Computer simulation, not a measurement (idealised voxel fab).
process module | voxel gate over fins
cross-section cut | 240 nm wide | cells 5 nm
A cross-section is a grid of square cells, given in bands from the top down. A band is one or more rows of cells.
Each band's line starts with the height of the band's top and of its bottom, in nm. Then come its materials from left to right, each with its width in nm. One material with "throughout" fills the band from edge to edge. "air" is empty space.
Height 0 is the level under which the wafer as received is all one material. The lowest band goes on downwards, as in "0 down".
A width such as "30 to 40" changes by the same amount from each row of cells to the next, from the band's top row to its bottom row.
"no change" after a step means that no cell of the cross-section changed.
closed voids: empty space of 8 cells or more with no open way to the top, each as width x height at its distance from the left edge, in nm
after a step's settings: what the simulator itself notes on the step
overlay nm, on a step with a mask: how far to the right of its planned place the mask lay; to the left if negative
plan
1 op RECEIVE | material Si
2 op CONFORMAL_DEP | material SiN | thk nm 5
3 op PATTERN | tone cover | mask id FINS | material resist | width nm 15 | pitch nm 60 | thk nm 15 | overlay nm 0
4 op DIRECTIONAL_ETCH | etch materials SiN | depth nm 5
5 op DIRECTIONAL_ETCH | etch materials Si | depth nm 35
6 op STRIP | etch materials resist
7 op OXIDIZE | depth nm 5
8 op FILL_DEP | material SiO2 | thk nm 5
9 op CMP | height nm 5
10 op MASKED_ETCH | tone open | mask id RAIL | width nm 15 | etch materials SiO2 | depth nm 35 | overlay nm 0
11 op CONFORMAL_DEP | material TiN | thk nm 5
12 op FILL_DEP | material W | thk nm 5
13 op CMP | height nm 5
14 op SELECTIVE_ETCH | etch materials W Ru TiN | depth nm 25
15 op FILL_DEP | material SiO2 | thk nm 5
16 op CMP | height nm 5
17 op SELECTIVE_ETCH | etch materials SiO2 | depth nm 20
18 op STRIP | etch materials SiN
19 op CONFORMAL_DEP | material HfO2 | thk nm 5
20 op CONFORMAL_DEP | material TiN | thk nm 5
21 op FILL_DEP | material W | thk nm 15
22 op CMP | height nm 20
23 op CONFORMAL_DEP | material SiN | thk nm 5
as received, after step 1
  0 down: Si throughout
  closed voids: none
first wafer at the end, as planned
  25 to 20: SiN throughout
  20 to 10: W throughout
  10 to 5: W 45 | TiN 25 | W 35 | TiN 25 | W 35 | TiN 25 | W 50
  5 to 0: W 45 | TiN 5 | HfO2 15 | TiN 5 | W 35 | TiN 5 | HfO2 15 | TiN 5 | W 35 | TiN 5 | HfO2 15 | TiN 5 | W 50
  0 to -5: W 45 | TiN 5 | HfO2 5 | Si 5 | HfO2 5 | TiN 5 | W 35 | TiN 5 | HfO2 5 | Si 5 | HfO2 5 | TiN 5 | W 35 | TiN 5 | HfO2 5 | Si 5 | HfO2 5 | TiN 5 | W 50
  -5 to -10: TiN 50 | HfO2 5 | Si 5 | HfO2 5 | TiN 45 | HfO2 5 | Si 5 | HfO2 5 | TiN 45 | HfO2 5 | Si 5 | HfO2 5 | TiN 55
  -10 to -15: HfO2 55 | Si 5 | HfO2 55 | Si 5 | HfO2 55 | Si 5 | HfO2 60
  -15 to -20: SiO2 55 | Si 5 | SiO2 55 | Si 5 | SiO2 55 | Si 5 | SiO2 60
  -20 to -25: SiO2 55 | Si 5 | SiO2 20 | TiN 5 | W 5 | TiN 5 | SiO2 20 | Si 5 | SiO2 55 | Si 5 | SiO2 60
  -25 to -30: SiO2 55 | Si 5 | SiO2 20 | TiN 15 | SiO2 20 | Si 5 | SiO2 55 | Si 5 | SiO2 60
  -30 to -40: SiO2 55 | Si 5 | SiO2 55 | Si 5 | SiO2 55 | Si 5 | SiO2 60
  -40 down: Si throughout
  closed voids: none
second wafer at the end: like start, like plan, one mistake
  25 to 20: SiN throughout
  20 to 10: W throughout
  10 to 5: W 45 | TiN 25 | W 35 | TiN 25 | W 35 | TiN 25 | W 50
  5 to 0: W 45 | TiN 5 | HfO2 15 | TiN 5 | W 35 | TiN 5 | HfO2 15 | TiN 5 | W 35 | TiN 5 | HfO2 15 | TiN 5 | W 50
  0 to -5: W 45 | TiN 5 | HfO2 5 | Si 5 | HfO2 5 | TiN 5 | W 35 | TiN 5 | HfO2 5 | Si 5 | HfO2 5 | TiN 5 | W 35 | TiN 5 | HfO2 5 | Si 5 | HfO2 5 | TiN 5 | W 50
  -5 to -10: TiN 50 | HfO2 5 | Si 5 | HfO2 5 | TiN 45 | HfO2 5 | Si 5 | HfO2 5 | TiN 45 | HfO2 5 | Si 5 | HfO2 5 | TiN 55
  -10 to -15: HfO2 55 | Si 5 | HfO2 55 | Si 5 | HfO2 55 | Si 5 | HfO2 60
  -15 to -20: SiO2 55 | Si 5 | SiO2 55 | Si 5 | SiO2 55 | Si 5 | SiO2 60
  -20 to -25: SiO2 55 | Si 5 | SiO2 20 | TiN 5 | W 5 | TiN 5 | SiO2 20 | Si 5 | SiO2 55 | Si 5 | SiO2 60
  -25 to -30: SiO2 55 | Si 5 | SiO2 20 | TiN 15 | SiO2 20 | Si 5 | SiO2 55 | Si 5 | SiO2 60
  -30 to -50: SiO2 55 | Si 5 | SiO2 55 | Si 5 | SiO2 55 | Si 5 | SiO2 60
  -50 down: Si throughout
  closed voids: none
what went wrong: step 5 ran as: op DIRECTIONAL_ETCH | etch materials Si | depth nm 45
at the end the second wafer has, in cells: 90 fewer of Si | 90 more of SiO2
